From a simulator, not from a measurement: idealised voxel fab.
process module | voxel capacitor over wiring
cross-section cut | 190 nm wide | cells 5 nm
A cross-section is a grid of square cells, given in bands from the top down. A band is one or more rows of cells.
Each band's line starts with the height of the band's top and of its bottom, in nm. Then come its materials from left to right, each with its width in nm. One material with "throughout" fills the band from edge to edge. "air" is empty space.
Height 0 is the level under which the wafer as received is all one material. The lowest band goes on downwards, as in "0 down".
A width such as "30 to 40" changes by the same amount from each row of cells to the next, from the band's top row to its bottom row.
"no change" after a step means that no cell of the cross-section changed.
closed voids: empty space of 8 cells or more with no open way to the top, each as width x height at its distance from the left edge, in nm
after a step's settings: what the simulator itself notes on the step
overlay nm, on a step with a mask: how far to the right of its planned place the mask lay; to the left if negative
plan
1 op RECEIVE | material Si
2 op CONFORMAL_DEP | material SiO2 | thk nm 10
3 op CONFORMAL_DEP | material SiN | thk nm 5
4 op DIRECTIONAL_DEP | material lowk | thk nm 25
5 op PATTERN | tone open | mask id METAL_1 | material resist | width nm 30 | pitch nm 80 | thk nm 20 | overlay nm 0
6 op DIRECTIONAL_ETCH | etch materials lowk | depth nm 25
7 op DIRECTIONAL_ETCH | etch materials SiN | depth nm 5
8 op STRIP | etch materials resist
9 op CONFORMAL_DEP | material TiN | thk nm 5
10 op FILL_DEP | material Cu | thk nm 5
11 op CMP | height nm 40
12 op CONFORMAL_DEP | material SiCN | thk nm 5
13 op DIRECTIONAL_DEP | material lowk | thk nm 10
14 op MASKED_ETCH | tone open | mask id PLUG_1 | width nm 15 | etch materials lowk | depth nm 10 | overlay nm 0
15 op MASKED_ETCH | tone open | mask id PLUG_1 | width nm 15 | etch materials SiCN | depth nm 5 | overlay nm 0
16 op CONFORMAL_DEP | material TiN | thk nm 5
17 op FILL_DEP | material Ru | thk nm 10
18 op CMP | height nm 55
19 op DIRECTIONAL_DEP | material TiN | thk nm 5
20 op DIRECTIONAL_DEP | material SiN | thk nm 5
21 op DIRECTIONAL_DEP | material TiN | thk nm 10
22 op MASKED_ETCH | tone cover | mask id UPPER_PLATE | width nm 55 | etch materials TiN | depth nm 10 | overlay nm 0
23 op MASKED_ETCH | tone cover | mask id UPPER_PLATE | width nm 45 | etch materials SiN | depth nm 5 | overlay nm 0
24 op MASKED_ETCH | tone cover | mask id LOWER_PLATE | width nm 65 | etch materials TiN | depth nm 5 | overlay nm 0
25 op FILL_DEP | material SiO2 | thk nm 15
26 op CMP | height nm 85
27 op MASKED_ETCH | tone open | mask id PLUG_2 | width nm 15 | etch materials SiO2 | depth nm 10 | overlay nm 0
28 op CONFORMAL_DEP | material TiN | thk nm 5
29 op FILL_DEP | material Ru | thk nm 10
30 op CMP | height nm 85
31 op CONFORMAL_DEP | material SiN | thk nm 5
varied across the wafers: width nm of step 23. The plan shows the first wafer's value. All wafers start alike
first wafer as received, after step 1
  0 down: Si throughout
  closed voids: none
each wafer at the end: cells of each material gained (+) or lost (-) since it was received, then its closed voids
width nm 45 | +40 Cu | +3 Ru | +35 SiCN | +75 SiN | +252 SiO2 | +79 TiN | +200 lowk | closed voids: none
width nm 50 | +40 Cu | +3 Ru | +35 SiCN | +75 SiN | +252 SiO2 | +79 TiN | +200 lowk | closed voids: none
width nm 55 | +40 Cu | +3 Ru | +35 SiCN | +75 SiN | +252 SiO2 | +79 TiN | +200 lowk | closed voids: none
width nm 60 | +40 Cu | +3 Ru | +35 SiCN | +76 SiN | +251 SiO2 | +79 TiN | +200 lowk | closed voids: none
width nm 65 | +40 Cu | +3 Ru | +35 SiCN | +77 SiN | +250 SiO2 | +79 TiN | +200 lowk | closed voids: none
width nm 70 | +40 Cu | +3 Ru | +35 SiCN | +78 SiN | +248 SiO2 | +80 TiN | +200 lowk | closed voids: none
